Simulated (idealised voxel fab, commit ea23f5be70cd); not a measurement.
This section sets out a process module, namely voxel self aligned contacts.
The figure presents cross-section cut, which has a width of 260 nm and is divided into square cells with an edge length of 5 nm.
If you're reading a cross-section in this doc, picture square cells in a grid; it comes to you as bands, top ones listed first down to the bottom, and a band can be one or more rows of cells.
The band entry comprises the height of the band's top followed by the height of its bottom, expressed in nm, and subsequently the band's materials from left to right, each stated together with its width in nm. Where a single material is marked with the word "everywhere", that material fills the band from edge to edge. The word "blank" represents empty space.
Basically, 0 is our baseline, since under it the wafer straight out of the box is all one material. The bottom band has no lower end and keeps on going down, so it looks like "z 0 and below".
The two numbers in a width such as "30 to 40" mark its ends across the band: the first belongs to the top row of cells, the second to the bottom row, and from each row to the next the width moves by the same amount.
What does "identical to before" mean for a step? It means no cell of the cross-section changed in that step.
If an empty space has no open way to the top and is at least 8 cells in size, "Enclosed internal voids" lists it, written width x height at distance, where distance is measured from the left edge and every value is in nm.
Anything after a step's settings on that line? It's the simulator's own note about the step.
Regarding "overlay nm": on a step with a mask, it is the distance the mask lay to the right of its planned place; a negative value places it to the left.
**So here's the lineup of process steps we planned**
| 1 | RECEIVE, material Si |
| 2 | CONFORMAL_DEP, material SiO2, thk nm 5 |
| 3 | DIRECTIONAL_DEP, material polySi, thk nm 30 |
| 4 | DIRECTIONAL_DEP, material SiN, thk nm 25 |
| 5 | MASKED_ETCH, tone cover, mask id GATE, width nm 30, pitch nm 75, etch materials SiN, depth nm 25, overlay nm 0 |
| 6 | MASKED_ETCH, tone cover, mask id GATE, width nm 30, pitch nm 75, etch materials polySi, depth nm 30, overlay nm 0 |
| 7 | CONFORMAL_DEP, material SiN, thk nm 10 |
| 8 | DIRECTIONAL_ETCH, etch materials SiN, depth nm 10 |
| 9 | FILL_DEP, material SiO2, thk nm 15 |
| 10 | CMP, height nm 65 |
| 11 | MASKED_ETCH, tone open, mask id CONTACT, width nm 55, etch materials SiO2, depth nm 65, overlay nm 0 |
| 12 | CONFORMAL_DEP, material TiN, thk nm 5 |
| 13 | FILL_DEP, material W, thk nm 5 |
| 14 | CMP, height nm 65 |
| 15 | CONFORMAL_DEP, material SiN, thk nm 5 |
Heads up: all these wafers start the same, and what changes between them is the thk nm in step 2. The value you see in the plan is just what the first wafer got.
**Cross-section: the first of several wafers in its as-received state, i.e. following step 1**
  z 0 and below  Si everywhere
  Enclosed internal voids: none
**Post step 15, the closing step of the module: first of several wafers, cross-sectioned**
  z 70 to 65  SiN everywhere
  z 65 to 60  100 nm SiO2 / 20 nm TiN / 15 nm W / 20 nm TiN / 105 nm SiO2
  z 60 to 35  65 nm SiO2 / 50 nm SiN / 5 nm TiN / 15 nm W / 5 nm TiN / 50 nm SiN / 70 nm SiO2
  z 35 to 5  65 nm SiO2 / 10 nm SiN / 30 nm polySi / 10 nm SiN / 5 nm TiN / 15 nm W / 5 nm TiN / 10 nm SiN / 30 nm polySi / 10 nm SiN / 70 nm SiO2
  z 5 to 0  115 nm SiO2 / 25 nm TiN / 120 nm SiO2
  z 0 and below  Si everywhere
  Enclosed internal voids: none
**Final wafer cross-section at module end**
  z 70 to 65  SiN everywhere
  z 65 to 50  65 nm SiO2 / 50 nm SiN / 5 nm TiN / 15 nm W / 5 nm TiN / 50 nm SiN / 70 nm SiO2
  z 50 to 20  65 nm SiO2 / 10 nm SiN / 30 nm polySi / 10 nm SiN / 5 nm TiN / 15 nm W / 5 nm TiN / 10 nm SiN / 30 nm polySi / 10 nm SiN / 70 nm SiO2
  z 20 to 5  115 nm SiO2 / 5 nm TiN / 15 nm W / 5 nm TiN / 120 nm SiO2
  z 5 to 0  115 nm SiO2 / 25 nm TiN / 120 nm SiO2
  z 0 and below  Si everywhere
  Enclosed internal voids: none
**Below: a row per wafer. Contents at end of module: for every material, cells gained since receipt (+) or lost since receipt (-); then closed voids**
thk nm 5 | +200 SiN | +385 SiO2 | +35 TiN | +36 W | +72 polySi | Enclosed internal voids: none
thk nm 10 | +200 SiN | +391 SiO2 | +29 TiN | +36 W | +72 polySi | Enclosed internal voids: none
thk nm 15 | +180 SiN | +411 SiO2 | +29 TiN | +36 W | +72 polySi | Enclosed internal voids: none
thk nm 20 | +160 SiN | +431 SiO2 | +29 TiN | +36 W | +72 polySi | Enclosed internal voids: none
